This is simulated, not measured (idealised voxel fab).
process module | voxel self aligned contacts
cross-section cut | 170 nm wide | cells 5 nm
A cross-section is a grid of square cells, given in bands from the top down. A band is one or more rows of cells.
Each band's line starts with the height of the band's top and of its bottom, in nm. Then come its materials from left to right, each with its width in nm. One material with "throughout" fills the band from edge to edge. "air" is empty space.
Height 0 is the level under which the wafer as received is all one material. The lowest band goes on downwards, as in "0 down".
A width such as "30 to 40" changes by the same amount from each row of cells to the next, from the band's top row to its bottom row.
"no change" after a step means that no cell of the cross-section changed.
closed voids: empty space of 8 cells or more with no open way to the top, each as width x height at its distance from the left edge, in nm
after a step's settings: what the simulator itself notes on the step
overlay nm, on a step with a mask: how far to the right of its planned place the mask lay; to the left if negative
plan
1 op RECEIVE | material Si
2 op OXIDIZE | depth nm 5
3 op DIRECTIONAL_DEP | material polySi | thk nm 20
4 op DIRECTIONAL_DEP | material SiN | thk nm 25
5 op DIRECTIONAL_DEP | material aC | thk nm 15
6 op PATTERN | tone cover | mask id GATE | material resist | width nm 35 | pitch nm 70 | thk nm 30 | overlay nm 0
7 op DIRECTIONAL_ETCH | etch materials aC | depth nm 15
8 op STRIP | etch materials resist
9 op DIRECTIONAL_ETCH | etch materials SiN | depth nm 25
10 op DIRECTIONAL_ETCH | etch materials polySi | depth nm 20
11 op STRIP | etch materials aC
12 op CONFORMAL_DEP | material SiN | thk nm 10
13 op DIRECTIONAL_ETCH | etch materials SiN | depth nm 10
14 op FILL_DEP | material SiO2 | thk nm 15
15 op CMP | height nm 50
16 op PATTERN | tone open | mask id CONTACT | material resist | width nm 55 | thk nm 20 | overlay nm 0
17 op DIRECTIONAL_ETCH | etch materials SiO2 | depth nm 55
18 op STRIP | etch materials resist
19 op CONFORMAL_DEP | material TiN | thk nm 5
20 op FILL_DEP | material Ru | thk nm 5
21 op CMP | height nm 50
22 op CONFORMAL_DEP | material SiCN | thk nm 5
first wafer, as planned
as received, after step 1
  0 down: Si throughout
  closed voids: none
after step 2
  0 to -5: SiO2 throughout
  below -5: unchanged
after step 3
  20 to 0: polySi throughout
  below 0: unchanged
after step 4
  45 to 20: SiN throughout
  below 20: unchanged
after step 5
  60 to 45: aC throughout
  below 45: unchanged
after step 6
  90 to 60: air 30 | resist 35 | air 35 | resist 35 | air 35
  below 60: unchanged
after step 7
  75 to 60: air 30 | resist 35 | air 35 | resist 35 | air 35
  60 to 45: air 30 | aC 35 | air 35 | aC 35 | air 35
  below 45: unchanged
after step 8
  60 to 45: air 30 | aC 35 | air 35 | aC 35 | air 35
  below 45: unchanged
after step 9
  60 to 45: air 30 | aC 35 | air 35 | aC 35 | air 35
  45 to 20: air 30 | SiN 35 | air 35 | SiN 35 | air 35
  below 20: unchanged
after step 10
  60 to 45: air 30 | aC 35 | air 35 | aC 35 | air 35
  45 to 20: air 30 | SiN 35 | air 35 | SiN 35 | air 35
  20 to 0: air 30 | polySi 35 | air 35 | polySi 35 | air 35
  below 0: unchanged
after step 11
  45 to 20: air 30 | SiN 35 | air 35 | SiN 35 | air 35
  below 20: unchanged
after step 12
  55 to 20: air 20 | SiN 55 | air 15 | SiN 55 | air 25
  20 to 10: air 20 | SiN 10 | polySi 35 | SiN 10 | air 15 | SiN 10 | polySi 35 | SiN 10 | air 25
  10 to 0: SiN 30 | polySi 35 | SiN 35 | polySi 35 | SiN 35
  below 0: unchanged
after step 13
  45 to 20: air 20 | SiN 55 | air 15 | SiN 55 | air 25
  20 to 0: air 20 | SiN 10 | polySi 35 | SiN 10 | air 15 | SiN 10 | polySi 35 | SiN 10 | air 25
  below 0: unchanged
after step 14
  60 to 45: SiO2 throughout
  45 to 20: SiO2 20 | SiN 55 | SiO2 15 | SiN 55 | SiO2 25
  20 to 0: SiO2 20 | SiN 10 | polySi 35 | SiN 10 | SiO2 15 | SiN 10 | polySi 35 | SiN 10 | SiO2 25
  below 0: unchanged
after step 15
  50 to 45: SiO2 throughout
  below 45: unchanged
after step 16
  70 to 50: resist 55 | air 55 | resist 60
  below 50: unchanged
after step 17
  70 to 50: resist 55 | air 55 | resist 60
  50 to 45: SiO2 55 | air 55 | SiO2 60
  45 to 20: SiO2 20 | SiN 55 | air 15 | SiN 55 | SiO2 25
  20 to 0: SiO2 20 | SiN 10 | polySi 35 | SiN 10 | air 15 | SiN 10 | polySi 35 | SiN 10 | SiO2 25
  0 to -5: SiO2 75 | air 15 | SiO2 80
  below -5: unchanged
after step 18
  50 to 45: SiO2 55 | air 55 | SiO2 60
  below 45: unchanged
after step 19
  55 to 50: TiN 60 | air 45 | TiN 65
  50 to 45: SiO2 55 | TiN 25 | air 5 | TiN 25 | SiO2 60
  45 to 20: SiO2 20 | SiN 55 | TiN 5 | air 5 | TiN 5 | SiN 55 | SiO2 25
  20 to 0: SiO2 20 | SiN 10 | polySi 35 | SiN 10 | TiN 5 | air 5 | TiN 5 | SiN 10 | polySi 35 | SiN 10 | SiO2 25
  0 to -5: SiO2 75 | TiN 15 | SiO2 80
  below -5: unchanged
after step 20
  60 to 55: Ru throughout
  55 to 50: TiN 60 | Ru 45 | TiN 65
  50 to 45: SiO2 55 | TiN 25 | Ru 5 | TiN 25 | SiO2 60
  45 to 20: SiO2 20 | SiN 55 | TiN 5 | Ru 5 | TiN 5 | SiN 55 | SiO2 25
  20 to 0: SiO2 20 | SiN 10 | polySi 35 | SiN 10 | TiN 5 | Ru 5 | TiN 5 | SiN 10 | polySi 35 | SiN 10 | SiO2 25
  below 0: unchanged
after step 21
  50 to 45: SiO2 55 | TiN 25 | Ru 5 | TiN 25 | SiO2 60
  below 45: unchanged
after step 22
  55 to 50: SiCN throughout
  below 50: unchanged
second wafer: like start, like plan, one mistake. Through step 1 it matches the first wafer
when step 2 should have ended
  0 to -10: SiO2 throughout
  below -10: unchanged
when step 3 should have ended
  20 to 0: polySi throughout
  below 0: unchanged
when step 4 should have ended
  45 to 20: SiN throughout
  below 20: unchanged
when step 5 should have ended
  60 to 45: aC throughout
  below 45: unchanged
when step 6 should have ended
  90 to 60: air 30 | resist 35 | air 35 | resist 35 | air 35
  below 60: unchanged
when step 7 should have ended
  75 to 60: air 30 | resist 35 | air 35 | resist 35 | air 35
  60 to 45: air 30 | aC 35 | air 35 | aC 35 | air 35
  below 45: unchanged
when step 8 should have ended
  60 to 45: air 30 | aC 35 | air 35 | aC 35 | air 35
  below 45: unchanged
when step 9 should have ended
  60 to 45: air 30 | aC 35 | air 35 | aC 35 | air 35
  45 to 20: air 30 | SiN 35 | air 35 | SiN 35 | air 35
  below 20: unchanged
when step 10 should have ended
  60 to 45: air 30 | aC 35 | air 35 | aC 35 | air 35
  45 to 20: air 30 | SiN 35 | air 35 | SiN 35 | air 35
  20 to 0: air 30 | polySi 35 | air 35 | polySi 35 | air 35
  below 0: unchanged
when step 11 should have ended
  45 to 20: air 30 | SiN 35 | air 35 | SiN 35 | air 35
  below 20: unchanged
when step 12 should have ended
  55 to 20: air 20 | SiN 55 | air 15 | SiN 55 | air 25
  20 to 10: air 20 | SiN 10 | polySi 35 | SiN 10 | air 15 | SiN 10 | polySi 35 | SiN 10 | air 25
  10 to 0: SiN 30 | polySi 35 | SiN 35 | polySi 35 | SiN 35
  below 0: unchanged
when step 13 should have ended
  45 to 20: air 20 | SiN 55 | air 15 | SiN 55 | air 25
  20 to 0: air 20 | SiN 10 | polySi 35 | SiN 10 | air 15 | SiN 10 | polySi 35 | SiN 10 | air 25
  below 0: unchanged
when step 14 should have ended
  60 to 45: SiO2 throughout
  45 to 20: SiO2 20 | SiN 55 | SiO2 15 | SiN 55 | SiO2 25
  20 to 0: SiO2 20 | SiN 10 | polySi 35 | SiN 10 | SiO2 15 | SiN 10 | polySi 35 | SiN 10 | SiO2 25
  below 0: unchanged
when step 15 should have ended
  50 to 45: SiO2 throughout
  below 45: unchanged
when step 16 should have ended
  70 to 50: resist 55 | air 55 | resist 60
  below 50: unchanged
when step 17 should have ended
  70 to 50: resist 55 | air 55 | resist 60
  50 to 45: SiO2 55 | air 55 | SiO2 60
  45 to 20: SiO2 20 | SiN 55 | air 15 | SiN 55 | SiO2 25
  20 to 0: SiO2 20 | SiN 10 | polySi 35 | SiN 10 | air 15 | SiN 10 | polySi 35 | SiN 10 | SiO2 25
  0 to -5: SiO2 75 | air 15 | SiO2 80
  below -5: unchanged
when step 18 should have ended
  50 to 45: SiO2 55 | air 55 | SiO2 60
  below 45: unchanged
when step 19 should have ended
  55 to 50: TiN 60 | air 45 | TiN 65
  50 to 45: SiO2 55 | TiN 25 | air 5 | TiN 25 | SiO2 60
  45 to 20: SiO2 20 | SiN 55 | TiN 5 | air 5 | TiN 5 | SiN 55 | SiO2 25
  20 to 0: SiO2 20 | SiN 10 | polySi 35 | SiN 10 | TiN 5 | air 5 | TiN 5 | SiN 10 | polySi 35 | SiN 10 | SiO2 25
  0 to -5: SiO2 75 | TiN 15 | SiO2 80
  below -5: unchanged
when step 20 should have ended
  60 to 55: Ru throughout
  55 to 50: TiN 60 | Ru 45 | TiN 65
  50 to 45: SiO2 55 | TiN 25 | Ru 5 | TiN 25 | SiO2 60
  45 to 20: SiO2 20 | SiN 55 | TiN 5 | Ru 5 | TiN 5 | SiN 55 | SiO2 25
  20 to 0: SiO2 20 | SiN 10 | polySi 35 | SiN 10 | TiN 5 | Ru 5 | TiN 5 | SiN 10 | polySi 35 | SiN 10 | SiO2 25
  below 0: unchanged
when step 21 should have ended
  50 to 45: SiO2 55 | TiN 25 | Ru 5 | TiN 25 | SiO2 60
  below 45: unchanged
when step 22 should have ended
  55 to 50: SiCN throughout
  below 50: unchanged
what went wrong: step 2 ran as: op OXIDIZE | depth nm 10
at the end the second wafer has, in cells: 34 fewer of Si | 34 more of SiO2
